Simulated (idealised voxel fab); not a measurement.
Process module in this document: voxel self aligned vias
Shown is cross-section cut, with a width of 225 nm and square cells of size 5 nm.
If you're reading a cross-section in this doc, picture square cells in a grid; it comes to you as bands, top ones listed first down to the bottom, and a band can be one or more rows of cells.
Heights first: top, then bottom, in nm. Then materials, left to right, each with a width in nm. "all across" on a single material: fills the band edge to edge. "blank": empty space.
Basically, 0 is our baseline, since under it the wafer straight out of the box is all one material. The bottom band has no lower end and keeps on going down, so it looks like "z 0 and below".
You'd read "30 to 40" like this: the band's top row of cells is as wide as the first number, its bottom row is as wide as the second, and going down, every row changes width by the same amount as the row before did.
For the purposes of this document, the phrase "no alterations made" attached to a step denotes that no cell within the cross-section was modified by that step.
"Closed internal cavities" specifies each empty space that is not open to the top and that occupies no fewer than 8 cells, using the form width x height at distance, the distance measured from the left edge and all three quantities in nm.
Text after the settings on a step's line: the simulator's own remark on that step.
Among the settings permitted on a step's line is "overlay nm"; applied to a step with a mask, it specifies the extent to which the mask lay to the right of its planned position, whereas a negative figure signifies a position to the left.
## The steps planned for the process are as follows
1 RECEIVE,material Si
2 CONFORMAL_DEP,material SiO2,thk nm 10
3 CONFORMAL_DEP,material SiCN,thk nm 5
4 DIRECTIONAL_DEP,material lowk,thk nm 20
5 MASKED_ETCH,tone open,mask id LINES,width nm 30,pitch nm 70,etch materials lowk,depth nm 20,overlay nm 0
6 CONFORMAL_DEP,material TiN,thk nm 5
7 FILL_DEP,material W,thk nm 5
8 CMP,height nm 35
9 SELECTIVE_ETCH,etch materials W Ru TiN,depth nm 5
10 FILL_DEP,material SiN,thk nm 10
11 CMP,height nm 35
12 DIRECTIONAL_DEP,material lowk,thk nm 15
13 DIRECTIONAL_DEP,material aC,thk nm 15
14 PATTERN,tone open,mask id VIAS,material resist,width nm 40,pitch nm 70,thk nm 35,overlay nm 0
15 DIRECTIONAL_ETCH,etch materials aC,depth nm 15
16 STRIP,etch materials resist
17 DIRECTIONAL_ETCH,etch materials lowk,depth nm 15
18 DIRECTIONAL_ETCH,etch materials SiN,depth nm 5
19 STRIP,etch materials aC
20 CONFORMAL_DEP,material TiN,thk nm 5
21 FILL_DEP,material Ru,thk nm 10
22 CMP,height nm 50
23 CONFORMAL_DEP,material SiN,thk nm 5
## Incoming wafer, cross-sectional view, post step 1
> z 0 and below  Si all across
> Closed internal cavities: none
## First wafer of two, sectioned at end of module; run went per plan
> z 55 to 50  SiN all across
> z 50 to 40  lowk 20; TiN 5; Ru 30; TiN 5; lowk 30; TiN 5; Ru 30; TiN 5; lowk 30; TiN 5; Ru 30; TiN 5; lowk 25
> z 40 to 35  lowk 20; TiN 10; Ru 20; TiN 10; lowk 30; TiN 10; Ru 20; TiN 10; lowk 30; TiN 10; Ru 20; TiN 10; lowk 25
> z 35 to 30  lowk 25; TiN 30; lowk 40; TiN 30; lowk 40; TiN 30; lowk 30
> z 30 to 20  lowk 25; TiN 5; W 20; TiN 5; lowk 40; TiN 5; W 20; TiN 5; lowk 40; TiN 5; W 20; TiN 5; lowk 30
> z 20 to 15  lowk 25; TiN 30; lowk 40; TiN 30; lowk 40; TiN 30; lowk 30
> z 15 to 10  SiCN all across
> z 10 to 0  SiO2 all across
> z 0 and below  Si all across
> Closed internal cavities: none
## Cross-section at end of module for the second wafer of two, which matched the first in starting point and plan and differed by one mistake in its processing
> z 70 to 65  SiN all across
> z 65 to 55  Ru all across
> z 55 to 50  TiN 25; Ru 30; TiN 40; Ru 30; TiN 40; Ru 30; TiN 30
> z 50 to 40  lowk 20; TiN 5; Ru 30; TiN 5; lowk 30; TiN 5; Ru 30; TiN 5; lowk 30; TiN 5; Ru 30; TiN 5; lowk 25
> z 40 to 35  lowk 20; TiN 10; Ru 20; TiN 10; lowk 30; TiN 10; Ru 20; TiN 10; lowk 30; TiN 10; Ru 20; TiN 10; lowk 25
> z 35 to 30  lowk 25; TiN 30; lowk 40; TiN 30; lowk 40; TiN 30; lowk 30
> z 30 to 20  lowk 25; TiN 5; W 20; TiN 5; lowk 40; TiN 5; W 20; TiN 5; lowk 40; TiN 5; W 20; TiN 5; lowk 30
> z 20 to 15  lowk 25; TiN 30; lowk 40; TiN 30; lowk 40; TiN 30; lowk 30
> z 15 to 10  SiCN all across
> z 10 to 0  SiO2 all across
> z 0 and below  Si all across
> Closed internal cavities: none
What broke from the plan during processing? step 22 from the plan never happened, it was just skipped
At the finish, the second wafer shows more or fewer cells for some materials than the first does: Ru +108; TiN +27
